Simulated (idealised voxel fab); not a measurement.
process module | voxel local oxidation
cross-section cut | 295 nm wide | cells 5 nm
A cross-section is a grid of square cells, given in bands from the top down. A band is one or more rows of cells.
Each band's line starts with the height of the band's top and of its bottom, in nm. Then come its materials from left to right, each with its width in nm. One material with "throughout" fills the band from edge to edge. "air" is empty space.
Height 0 is the level under which the wafer as received is all one material. The lowest band goes on downwards, as in "0 down".
A width such as "30 to 40" changes by the same amount from each row of cells to the next, from the band's top row to its bottom row.
"no change" after a step means that no cell of the cross-section changed.
closed voids: empty space of 8 cells or more with no open way to the top, each as width x height at its distance from the left edge, in nm
after a step's settings: what the simulator itself notes on the step
overlay nm, on a step with a mask: how far to the right of its planned place the mask lay; to the left if negative
plan
1 op RECEIVE | material Si
2 op CONFORMAL_DEP | material SiO2 | thk nm 5
3 op CONFORMAL_DEP | material SiN | thk nm 15
4 op PATTERN | tone cover | mask id ACTIVE | material resist | width nm 120 | thk nm 15 | overlay nm 0
5 op DIRECTIONAL_ETCH | etch materials SiN | depth nm 15
6 op STRIP | etch materials resist
7 op SELECTIVE_ETCH | etch materials SiO2 | depth nm 5
8 op OXIDIZE | depth nm 10
9 op STRIP | etch materials SiN
as received, after step 1
  0 down: Si throughout
  closed voids: none
first wafer at the end, as planned
  5 to 0: air 90 | SiO2 110 | air 95
  0 to -10: SiO2 100 | Si 90 | SiO2 105
  -10 down: Si throughout
  closed voids: none
second wafer at the end: like start, like plan, one mistake
  5 to 0: air 90 | SiO2 110 | air 95
  0 to -5: SiO2 95 | Si 100 | SiO2 100
  -5 down: Si throughout
  closed voids: none
what went wrong: step 8 ran as: op OXIDIZE | depth nm 5
at the end the second wafer has, in cells: 43 more of Si | 43 fewer of SiO2
